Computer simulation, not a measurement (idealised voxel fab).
process module | voxel wiring stack
cross-section cut | 255 nm wide | cells 5 nm
A cross-section is a grid of square cells, given in bands from the top down. A band is one or more rows of cells.
Each band's line starts with the height of the band's top and of its bottom, in nm. Then come its materials from left to right, each with its width in nm. One material with "throughout" fills the band from edge to edge. "air" is empty space.
Height 0 is the level under which the wafer as received is all one material. The lowest band goes on downwards, as in "0 down".
A width such as "30 to 40" changes by the same amount from each row of cells to the next, from the band's top row to its bottom row.
"no change" after a step means that no cell of the cross-section changed.
closed voids: empty space of 8 cells or more with no open way to the top, each as width x height at its distance from the left edge, in nm
after a step's settings: what the simulator itself notes on the step
overlay nm, on a step with a mask: how far to the right of its planned place the mask lay; to the left if negative
plan
1 op RECEIVE | material Si
2 op CONFORMAL_DEP | material SiO2 | thk nm 15
3 op DIRECTIONAL_DEP | material TiN | thk nm 5
4 op DIRECTIONAL_DEP | material W | thk nm 15
5 op DIRECTIONAL_DEP | material aC | thk nm 10
6 op PATTERN | tone cover | mask id METAL_1 | material resist | width nm 30 | pitch nm 50 | thk nm 25 | overlay nm 0
7 op DIRECTIONAL_ETCH | etch materials aC | depth nm 10
8 op STRIP | etch materials resist
9 op DIRECTIONAL_ETCH | etch materials W | depth nm 15
10 op DIRECTIONAL_ETCH | etch materials TiN | depth nm 5
11 op STRIP | etch materials aC
12 op FILL_DEP | material SiO2 | thk nm 10
13 op CMP | height nm 35
14 op CONFORMAL_DEP | material SiCN | thk nm 5
15 op DIRECTIONAL_DEP | material lowk | thk nm 10
16 op PATTERN | tone open | mask id PLUG_1 | material resist | width nm 15 | pitch nm 50 | thk nm 20 | overlay nm 0
17 op DIRECTIONAL_ETCH | etch materials lowk | depth nm 10
18 op DIRECTIONAL_ETCH | etch materials SiCN | depth nm 5
19 op STRIP | etch materials resist
20 op CONFORMAL_DEP | material TiN | thk nm 5
21 op FILL_DEP | material Ru | thk nm 5
22 op CMP | height nm 50
23 op DIRECTIONAL_DEP | material TiN | thk nm 5
24 op DIRECTIONAL_DEP | material Ru | thk nm 15
25 op DIRECTIONAL_DEP | material aC | thk nm 10
26 op PATTERN | tone cover | mask id METAL_2 | material resist | width nm 30 | pitch nm 50 | thk nm 25 | overlay nm 0
27 op DIRECTIONAL_ETCH | etch materials aC | depth nm 10
28 op STRIP | etch materials resist
29 op DIRECTIONAL_ETCH | etch materials Ru | depth nm 15
30 op DIRECTIONAL_ETCH | etch materials TiN | depth nm 5
31 op STRIP | etch materials aC
32 op CONFORMAL_DEP | material SiCN | thk nm 5
33 op FILL_DEP | material lowk | thk nm 10
34 op CMP | height nm 70
35 op CONFORMAL_DEP | material SiCN | thk nm 5
first wafer, as planned
as received, after step 1
  0 down: Si throughout
  closed voids: none
after step 2
  15 to 0: SiO2 throughout
  below 0: unchanged
after step 3
  20 to 15: TiN throughout
  below 15: unchanged
after step 4
  35 to 20: W throughout
  below 20: unchanged
after step 5
  45 to 35: aC throughout
  below 35: unchanged
after step 6
  70 to 45: air 35 | resist 30 | air 20 | resist 30 | air 20 | resist 30 | air 20 | resist 30 | air 40
  below 45: unchanged
after step 7
  60 to 45: air 35 | resist 30 | air 20 | resist 30 | air 20 | resist 30 | air 20 | resist 30 | air 40
  45 to 35: air 35 | aC 30 | air 20 | aC 30 | air 20 | aC 30 | air 20 | aC 30 | air 40
  below 35: unchanged
after step 8
  45 to 35: air 35 | aC 30 | air 20 | aC 30 | air 20 | aC 30 | air 20 | aC 30 | air 40
  below 35: unchanged
after step 9
  45 to 35: air 35 | aC 30 | air 20 | aC 30 | air 20 | aC 30 | air 20 | aC 30 | air 40
  35 to 20: air 35 | W 30 | air 20 | W 30 | air 20 | W 30 | air 20 | W 30 | air 40
  below 20: unchanged
after step 10
  45 to 35: air 35 | aC 30 | air 20 | aC 30 | air 20 | aC 30 | air 20 | aC 30 | air 40
  35 to 20: air 35 | W 30 | air 20 | W 30 | air 20 | W 30 | air 20 | W 30 | air 40
  20 to 15: air 35 | TiN 30 | air 20 | TiN 30 | air 20 | TiN 30 | air 20 | TiN 30 | air 40
  below 15: unchanged
after step 11
  35 to 20: air 35 | W 30 | air 20 | W 30 | air 20 | W 30 | air 20 | W 30 | air 40
  below 20: unchanged
after step 12
  45 to 35: SiO2 throughout
  35 to 20: SiO2 35 | W 30 | SiO2 20 | W 30 | SiO2 20 | W 30 | SiO2 20 | W 30 | SiO2 40
  20 to 15: SiO2 35 | TiN 30 | SiO2 20 | TiN 30 | SiO2 20 | TiN 30 | SiO2 20 | TiN 30 | SiO2 40
  below 15: unchanged
after step 13
  35 to 20: SiO2 35 | W 30 | SiO2 20 | W 30 | SiO2 20 | W 30 | SiO2 20 | W 30 | SiO2 40
  below 20: unchanged
after step 14
  40 to 35: SiCN throughout
  below 35: unchanged
after step 15
  50 to 40: lowk throughout
  below 40: unchanged
after step 16
  70 to 50: resist 35 | air 15 | resist 35 | air 15 | resist 35 | air 15 | resist 35 | air 15 | resist 55
  below 50: unchanged
after step 17
  70 to 50: resist 35 | air 15 | resist 35 | air 15 | resist 35 | air 15 | resist 35 | air 15 | resist 55
  50 to 40: lowk 35 | air 15 | lowk 35 | air 15 | lowk 35 | air 15 | lowk 35 | air 15 | lowk 55
  below 40: unchanged
after step 18
  70 to 50: resist 35 | air 15 | resist 35 | air 15 | resist 35 | air 15 | resist 35 | air 15 | resist 55
  50 to 40: lowk 35 | air 15 | lowk 35 | air 15 | lowk 35 | air 15 | lowk 35 | air 15 | lowk 55
  40 to 35: SiCN 35 | air 15 | SiCN 35 | air 15 | SiCN 35 | air 15 | SiCN 35 | air 15 | SiCN 55
  below 35: unchanged
after step 19
  50 to 40: lowk 35 | air 15 | lowk 35 | air 15 | lowk 35 | air 15 | lowk 35 | air 15 | lowk 55
  below 40: unchanged
after step 20
  55 to 50: TiN 40 | air 5 | TiN 45 | air 5 | TiN 45 | air 5 | TiN 45 | air 5 | TiN 60
  50 to 40: lowk 35 | TiN 5 | air 5 | TiN 5 | lowk 35 | TiN 5 | air 5 | TiN 5 | lowk 35 | TiN 5 | air 5 | TiN 5 | lowk 35 | TiN 5 | air 5 | TiN 5 | lowk 55
  40 to 35: SiCN 35 | TiN 15 | SiCN 35 | TiN 15 | SiCN 35 | TiN 15 | SiCN 35 | TiN 15 | SiCN 55
  below 35: unchanged
after step 21
  60 to 55: Ru throughout
  55 to 50: TiN 40 | Ru 5 | TiN 45 | Ru 5 | TiN 45 | Ru 5 | TiN 45 | Ru 5 | TiN 60
  50 to 40: lowk 35 | TiN 5 | Ru 5 | TiN 5 | lowk 35 | TiN 5 | Ru 5 | TiN 5 | lowk 35 | TiN 5 | Ru 5 | TiN 5 | lowk 35 | TiN 5 | Ru 5 | TiN 5 | lowk 55
  below 40: unchanged
after step 22
  50 to 40: lowk 35 | TiN 5 | Ru 5 | TiN 5 | lowk 35 | TiN 5 | Ru 5 | TiN 5 | lowk 35 | TiN 5 | Ru 5 | TiN 5 | lowk 35 | TiN 5 | Ru 5 | TiN 5 | lowk 55
  below 40: unchanged
after step 23
  55 to 50: TiN throughout
  below 50: unchanged
after step 24
  70 to 55: Ru throughout
  below 55: unchanged
after step 25
  80 to 70: aC throughout
  below 70: unchanged
after step 26
  105 to 80: air 35 | resist 30 | air 20 | resist 30 | air 20 | resist 30 | air 20 | resist 30 | air 40
  below 80: unchanged
after step 27
  95 to 80: air 35 | resist 30 | air 20 | resist 30 | air 20 | resist 30 | air 20 | resist 30 | air 40
  80 to 70: air 35 | aC 30 | air 20 | aC 30 | air 20 | aC 30 | air 20 | aC 30 | air 40
  below 70: unchanged
after step 28
  80 to 70: air 35 | aC 30 | air 20 | aC 30 | air 20 | aC 30 | air 20 | aC 30 | air 40
  below 70: unchanged
after step 29
  80 to 70: air 35 | aC 30 | air 20 | aC 30 | air 20 | aC 30 | air 20 | aC 30 | air 40
  70 to 55: air 35 | Ru 30 | air 20 | Ru 30 | air 20 | Ru 30 | air 20 | Ru 30 | air 40
  below 55: unchanged
after step 30
  80 to 70: air 35 | aC 30 | air 20 | aC 30 | air 20 | aC 30 | air 20 | aC 30 | air 40
  70 to 55: air 35 | Ru 30 | air 20 | Ru 30 | air 20 | Ru 30 | air 20 | Ru 30 | air 40
  55 to 50: air 35 | TiN 30 | air 20 | TiN 30 | air 20 | TiN 30 | air 20 | TiN 30 | air 40
  below 50: unchanged
after step 31
  70 to 55: air 35 | Ru 30 | air 20 | Ru 30 | air 20 | Ru 30 | air 20 | Ru 30 | air 40
  below 55: unchanged
after step 32
  75 to 70: air 30 | SiCN 40 | air 10 | SiCN 40 | air 10 | SiCN 40 | air 10 | SiCN 40 | air 35
  70 to 55: air 30 | SiCN 5 | Ru 30 | SiCN 5 | air 10 | SiCN 5 | Ru 30 | SiCN 5 | air 10 | SiCN 5 | Ru 30 | SiCN 5 | air 10 | SiCN 5 | Ru 30 | SiCN 5 | air 35
  55 to 50: SiCN 35 | TiN 30 | SiCN 20 | TiN 30 | SiCN 20 | TiN 30 | SiCN 20 | TiN 30 | SiCN 40
  below 50: unchanged
after step 33
  85 to 75: lowk throughout
  75 to 70: lowk 30 | SiCN 40 | lowk 10 | SiCN 40 | lowk 10 | SiCN 40 | lowk 10 | SiCN 40 | lowk 35
  70 to 55: lowk 30 | SiCN 5 | Ru 30 | SiCN 5 | lowk 10 | SiCN 5 | Ru 30 | SiCN 5 | lowk 10 | SiCN 5 | Ru 30 | SiCN 5 | lowk 10 | SiCN 5 | Ru 30 | SiCN 5 | lowk 35
  below 55: unchanged
after step 34
  70 to 55: lowk 30 | SiCN 5 | Ru 30 | SiCN 5 | lowk 10 | SiCN 5 | Ru 30 | SiCN 5 | lowk 10 | SiCN 5 | Ru 30 | SiCN 5 | lowk 10 | SiCN 5 | Ru 30 | SiCN 5 | lowk 35
  below 55: unchanged
after step 35
  75 to 70: SiCN throughout
  below 70: unchanged
second wafer: like start, like plan, one mistake. Through step 15 it matches the first wafer
when step 16 should have ended
  70 to 50: resist 30 | air 25 | resist 25 | air 25 | resist 25 | air 25 | resist 25 | air 25 | resist 50
  below 50: unchanged
when step 17 should have ended
  70 to 50: resist 30 | air 25 | resist 25 | air 25 | resist 25 | air 25 | resist 25 | air 25 | resist 50
  50 to 40: lowk 30 | air 25 | lowk 25 | air 25 | lowk 25 | air 25 | lowk 25 | air 25 | lowk 50
  below 40: unchanged
when step 18 should have ended
  70 to 50: resist 30 | air 25 | resist 25 | air 25 | resist 25 | air 25 | resist 25 | air 25 | resist 50
  50 to 40: lowk 30 | air 25 | lowk 25 | air 25 | lowk 25 | air 25 | lowk 25 | air 25 | lowk 50
  40 to 35: SiCN 30 | air 25 | SiCN 25 | air 25 | SiCN 25 | air 25 | SiCN 25 | air 25 | SiCN 50
  below 35: unchanged
when step 19 should have ended
  50 to 40: lowk 30 | air 25 | lowk 25 | air 25 | lowk 25 | air 25 | lowk 25 | air 25 | lowk 50
  below 40: unchanged
when step 20 should have ended
  55 to 50: TiN 35 | air 15 | TiN 35 | air 15 | TiN 35 | air 15 | TiN 35 | air 15 | TiN 55
  50 to 40: lowk 30 | TiN 5 | air 15 | TiN 5 | lowk 25 | TiN 5 | air 15 | TiN 5 | lowk 25 | TiN 5 | air 15 | TiN 5 | lowk 25 | TiN 5 | air 15 | TiN 5 | lowk 50
  40 to 35: SiCN 30 | TiN 25 | SiCN 25 | TiN 25 | SiCN 25 | TiN 25 | SiCN 25 | TiN 25 | SiCN 50
  below 35: unchanged
when step 21 should have ended
  60 to 55: Ru throughout
  55 to 50: TiN 35 | Ru 15 | TiN 35 | Ru 15 | TiN 35 | Ru 15 | TiN 35 | Ru 15 | TiN 55
  50 to 40: lowk 30 | TiN 5 | Ru 15 | TiN 5 | lowk 25 | TiN 5 | Ru 15 | TiN 5 | lowk 25 | TiN 5 | Ru 15 | TiN 5 | lowk 25 | TiN 5 | Ru 15 | TiN 5 | lowk 50
  below 40: unchanged
when step 22 should have ended
  50 to 40: lowk 30 | TiN 5 | Ru 15 | TiN 5 | lowk 25 | TiN 5 | Ru 15 | TiN 5 | lowk 25 | TiN 5 | Ru 15 | TiN 5 | lowk 25 | TiN 5 | Ru 15 | TiN 5 | lowk 50
  below 40: unchanged
when step 23 should have ended
  55 to 50: TiN throughout
  below 50: unchanged
when step 24 should have ended
  70 to 55: Ru throughout
  below 55: unchanged
when step 25 should have ended
  80 to 70: aC throughout
  below 70: unchanged
when step 26 should have ended
  105 to 80: air 35 | resist 30 | air 20 | resist 30 | air 20 | resist 30 | air 20 | resist 30 | air 40
  below 80: unchanged
when step 27 should have ended
  95 to 80: air 35 | resist 30 | air 20 | resist 30 | air 20 | resist 30 | air 20 | resist 30 | air 40
  80 to 70: air 35 | aC 30 | air 20 | aC 30 | air 20 | aC 30 | air 20 | aC 30 | air 40
  below 70: unchanged
when step 28 should have ended
  80 to 70: air 35 | aC 30 | air 20 | aC 30 | air 20 | aC 30 | air 20 | aC 30 | air 40
  below 70: unchanged
when step 29 should have ended
  80 to 70: air 35 | aC 30 | air 20 | aC 30 | air 20 | aC 30 | air 20 | aC 30 | air 40
  70 to 55: air 35 | Ru 30 | air 20 | Ru 30 | air 20 | Ru 30 | air 20 | Ru 30 | air 40
  below 55: unchanged
when step 30 should have ended
  80 to 70: air 35 | aC 30 | air 20 | aC 30 | air 20 | aC 30 | air 20 | aC 30 | air 40
  70 to 55: air 35 | Ru 30 | air 20 | Ru 30 | air 20 | Ru 30 | air 20 | Ru 30 | air 40
  55 to 50: air 35 | TiN 30 | air 20 | TiN 30 | air 20 | TiN 30 | air 20 | TiN 30 | air 40
  below 50: unchanged
when step 31 should have ended
  70 to 55: air 35 | Ru 30 | air 20 | Ru 30 | air 20 | Ru 30 | air 20 | Ru 30 | air 40
  below 55: unchanged
when step 32 should have ended
  75 to 70: air 30 | SiCN 40 | air 10 | SiCN 40 | air 10 | SiCN 40 | air 10 | SiCN 40 | air 35
  70 to 55: air 30 | SiCN 5 | Ru 30 | SiCN 5 | air 10 | SiCN 5 | Ru 30 | SiCN 5 | air 10 | SiCN 5 | Ru 30 | SiCN 5 | air 10 | SiCN 5 | Ru 30 | SiCN 5 | air 35
  55 to 50: SiCN 35 | TiN 30 | SiCN 20 | TiN 30 | SiCN 20 | TiN 30 | SiCN 20 | TiN 30 | SiCN 40
  below 50: unchanged
when step 33 should have ended
  85 to 75: lowk throughout
  75 to 70: lowk 30 | SiCN 40 | lowk 10 | SiCN 40 | lowk 10 | SiCN 40 | lowk 10 | SiCN 40 | lowk 35
  70 to 55: lowk 30 | SiCN 5 | Ru 30 | SiCN 5 | lowk 10 | SiCN 5 | Ru 30 | SiCN 5 | lowk 10 | SiCN 5 | Ru 30 | SiCN 5 | lowk 10 | SiCN 5 | Ru 30 | SiCN 5 | lowk 35
  below 55: unchanged
when step 34 should have ended
  70 to 55: lowk 30 | SiCN 5 | Ru 30 | SiCN 5 | lowk 10 | SiCN 5 | Ru 30 | SiCN 5 | lowk 10 | SiCN 5 | Ru 30 | SiCN 5 | lowk 10 | SiCN 5 | Ru 30 | SiCN 5 | lowk 35
  below 55: unchanged
when step 35 should have ended
  75 to 70: SiCN throughout
  below 70: unchanged
what went wrong: step 16 ran as: op PATTERN | tone open | mask id PLUG_1 | material resist | width nm 25 | pitch nm 50 | thk nm 20 | overlay nm 0
at the end the second wafer has, in cells: 16 more of Ru | 8 fewer of SiCN | 8 more of TiN | 16 fewer of lowk
